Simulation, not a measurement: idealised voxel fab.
process module | voxel spacer lines
cross-section cut | 235 nm wide | cells 5 nm
A cross-section is a grid of square cells, given in bands from the top down. A band is one or more rows of cells.
Each band's line starts with the height of the band's top and of its bottom, in nm. Then come its materials from left to right, each with its width in nm. One material with "throughout" fills the band from edge to edge. "air" is empty space.
Height 0 is the level under which the wafer as received is all one material. The lowest band goes on downwards, as in "0 down".
A width such as "30 to 40" changes by the same amount from each row of cells to the next, from the band's top row to its bottom row.
"no change" after a step means that no cell of the cross-section changed.
closed voids: empty space of 8 cells or more with no open way to the top, each as width x height at its distance from the left edge, in nm
after a step's settings: what the simulator itself notes on the step
overlay nm, on a step with a mask: how far to the right of its planned place the mask lay; to the left if negative
plan
1 op RECEIVE | material Si
2 op CONFORMAL_DEP | material Al2O3 | thk nm 5
3 op DIRECTIONAL_DEP | material polySi | thk nm 10
4 op DIRECTIONAL_DEP | material aC | thk nm 30
5 op PATTERN | tone cover | mask id MANDREL | material resist | width nm 15 | pitch nm 50 | thk nm 35 | overlay nm 0
6 op DIRECTIONAL_ETCH | etch materials aC | depth nm 30
7 op STRIP | etch materials resist
8 op CONFORMAL_DEP | material SiO2 | thk nm 10
9 op DIRECTIONAL_ETCH | etch materials SiO2 | depth nm 10
10 op STRIP | etch materials aC
11 op DIRECTIONAL_ETCH | etch materials polySi | depth nm 10
12 op STRIP | etch materials SiO2
as received, after step 1
  0 down: Si throughout
  closed voids: none
a wafer at the end: this start, this plan, one mistake
  45 to 15: air 75 | polySi 10 | aC 15 | polySi 10 | air 15 | polySi 10 | aC 15 | polySi 10 | air 75
  15 to 5: polySi throughout
  5 to 0: Al2O3 throughout
  0 down: Si throughout
  closed voids: none
what went wrong: step 8 ran as: op CONFORMAL_DEP | material polySi | thk nm 10
